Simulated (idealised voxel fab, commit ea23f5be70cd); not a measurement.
process module | voxel trench capacitor
cross-section cut | 205 nm wide | cells 5 nm
A cross-section is a grid of square cells, given in bands from the top down. A band is one or more rows of cells.
Each band's line starts with the height of the band's top and of its bottom, in nm. Then come its materials from left to right, each with its width in nm. One material with "throughout" fills the band from edge to edge. "air" is empty space.
Height 0 is the level under which the wafer as received is all one material. The lowest band goes on downwards, as in "0 down".
A width such as "30 to 40" changes by the same amount from each row of cells to the next, from the band's top row to its bottom row.
"no change" after a step means that no cell of the cross-section changed.
closed voids: empty space of 8 cells or more with no open way to the top, each as width x height at its distance from the left edge, in nm
after a step's settings: what the simulator itself notes on the step
overlay nm, on a step with a mask: how far to the right of its planned place the mask lay; to the left if negative
plan
1 op RECEIVE | material Si
2 op CONFORMAL_DEP | material SiN | thk nm 10
3 op MASKED_ETCH | tone open | mask id TRENCH | width nm 25 | pitch nm 40 | etch materials SiN | depth nm 10 | overlay nm 0
4 op MASKED_ETCH | tone open | mask id TRENCH | width nm 25 | pitch nm 40 | etch materials Si | depth nm 30 | overlay nm 0
5 op CONFORMAL_DEP | material SiO2 | thk nm 5
6 op FILL_DEP | material polySi | thk nm 5
7 op CMP | height nm 10
as received, after step 1
  0 down: Si throughout
  closed voids: none
first wafer at the end, as planned
  10 to 0: SiN 70 | SiO2 5 | polySi 15 | SiO2 5 | SiN 15 | SiO2 5 | polySi 15 | SiO2 5 | SiN 70
  0 to -25: Si 70 | SiO2 5 | polySi 15 | SiO2 5 | Si 15 | SiO2 5 | polySi 15 | SiO2 5 | Si 70
  -25 to -30: Si 70 | SiO2 25 | Si 15 | SiO2 25 | Si 70
  -30 down: Si throughout
  closed voids: none
second wafer at the end: like start, like plan, one mistake
  10 to 5: polySi 65 | SiO2 5 | SiN 25 | SiO2 5 | polySi 5 | SiO2 5 | SiN 25 | SiO2 5 | polySi 65
  5 to 0: SiO2 70 | SiN 25 | SiO2 15 | SiN 25 | SiO2 70
  0 down: Si throughout
  closed voids: none
what went wrong: step 3 ran as: op MASKED_ETCH | tone cover | mask id TRENCH | width nm 25 | pitch nm 40 | etch materials SiN | depth nm 10 | overlay nm 0
at the end the second wafer has, in cells: 60 more of Si | 42 fewer of SiN | 3 fewer of SiO2 | 15 fewer of polySi
